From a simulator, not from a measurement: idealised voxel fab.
Proc. module: voxel self aligned vias
For reference, the cross-section in this document is cut, with width 175 nm and square cells of 5 nm.
In this document a cross-section is written as a grid of square cells. It is given as a series of bands, listed from the top down, and a band is one or more rows of cells. For a band, the entry starts with two heights in nm, that of the top and then that of the bottom, and carries on with the band's materials in order from left to right, each alongside its width in nm; the word "edge to edge" beside a single material means it fills the band edge to edge, and "empty" means empty space. Heights are expressed relative to 0, this being the level below which the as-received wafer comprises one material exclusively. The lowest band is unbounded in the downward direction and is denoted as in "0 and below". Read "30..40" as a graded width: first number on top, second number at the bottom, same change between each pair of neighbouring rows. The designation "all unchanged", where it is given for a processing step, indicates that no cell of the cross-section was altered in the course of that step. Each empty space that has no open way to the top and spans at least 8 cells appears under "Trapped void list" as width x height at distance, the distance counted from the left edge, all in nm. On each step's line, the part that comes after the settings is the simulator's own comment on the step. A step's line can hold "overlay nm"; with a mask on that step, the setting says how far right of the planned place the mask lay, while a negative setting says it lay to the left.

List of planned process steps
1. RECEIVE, material Si
2. CONFORMAL_DEP, material SiO2, thk nm 10
3. CONFORMAL_DEP, material SiCN, thk nm 5
4. DIRECTIONAL_DEP, material lowk, thk nm 25
5. MASKED_ETCH, tone open, mask id LINES, width nm 30, pitch nm 75, etch materials lowk, depth nm 25, overlay nm 0
6. CONFORMAL_DEP, material TiN, thk nm 5
7. FILL_DEP, material Ru, thk nm 10
8. CMP, height nm 40
9. SELECTIVE_ETCH, etch materials W Ru TiN, depth nm 10
10. FILL_DEP, material SiN, thk nm 10
11. CMP, height nm 40
12. DIRECTIONAL_DEP, material lowk, thk nm 20
13. MASKED_ETCH, tone open, mask id VIAS, width nm 50, etch materials lowk, depth nm 20, overlay nm 0
14. MASKED_ETCH, tone open, mask id VIAS, width nm 50, etch materials SiN, depth nm 10, overlay nm 0
15. CONFORMAL_DEP, material TiN, thk nm 5
16. FILL_DEP, material Cu, thk nm 5
17. CMP, height nm 60
18. CONFORMAL_DEP, material SiN, thk nm 5

Cross-section of the wafer upon arrival, representing the state reached after step 1
- 0 and below | Si edge to edge
- Trapped void list: none

Sectioned view, first of two wafers, at the close of the module, processed as intended in the plan
- 65 down to 60 | SiN edge to edge
- 60 down to 45 | 25 nm lowk; 5 nm TiN; 40 nm Cu; 5 nm TiN; 100 nm lowk
- 45 down to 40 | 25 nm lowk; 15 nm TiN; 20 nm Cu; 15 nm TiN; 100 nm lowk
- 40 down to 35 | 35 nm lowk; 5 nm TiN; 20 nm Cu; 5 nm TiN; 45 nm lowk; 30 nm SiN; 35 nm lowk
- 35 down to 30 | 35 nm lowk; 30 nm TiN; 45 nm lowk; 30 nm SiN; 35 nm lowk
- 30 down to 20 | 35 nm lowk; 5 nm TiN; 20 nm Ru; 5 nm TiN; 45 nm lowk; 5 nm TiN; 20 nm Ru; 5 nm TiN; 35 nm lowk
- 20 down to 15 | 35 nm lowk; 30 nm TiN; 45 nm lowk; 30 nm TiN; 35 nm lowk
- 15 down to 10 | SiCN edge to edge
- 10 down to 0 | SiO2 edge to edge
- 0 and below | Si edge to edge
- Trapped void list: none

Same start, same plan as the first wafer - but one mistake in the run. Cross-section of the second of the two at the end of the module
- 65 down to 60 | SiN edge to edge
- 60 down to 45 | 15 nm lowk; 5 nm TiN; 40 nm Cu; 5 nm TiN; 110 nm lowk
- 45 down to 40 | 15 nm lowk; 25 nm TiN; 20 nm Cu; 5 nm TiN; 110 nm lowk
- 40 down to 35 | 35 nm lowk; 5 nm TiN; 20 nm Cu; 5 nm TiN; 45 nm lowk; 30 nm SiN; 35 nm lowk
- 35 down to 30 | 35 nm lowk; 30 nm TiN; 45 nm lowk; 30 nm SiN; 35 nm lowk
- 30 down to 20 | 35 nm lowk; 5 nm TiN; 20 nm Ru; 5 nm TiN; 45 nm lowk; 5 nm TiN; 20 nm Ru; 5 nm TiN; 35 nm lowk
- 20 down to 15 | 35 nm lowk; 30 nm TiN; 45 nm lowk; 30 nm TiN; 35 nm lowk
- 15 down to 10 | SiCN edge to edge
- 10 down to 0 | SiO2 edge to edge
- 0 and below | Si edge to edge
- Trapped void list: none
Diagnosis: heads up, step 13 didn't go per plan, it actually ran as MASKED_ETCH, tone open, mask id VIAS, width nm 50, etch materials lowk, depth nm 20, overlay nm -10
at the end the second wafer has, in cells: as many of each material as the first, in other places
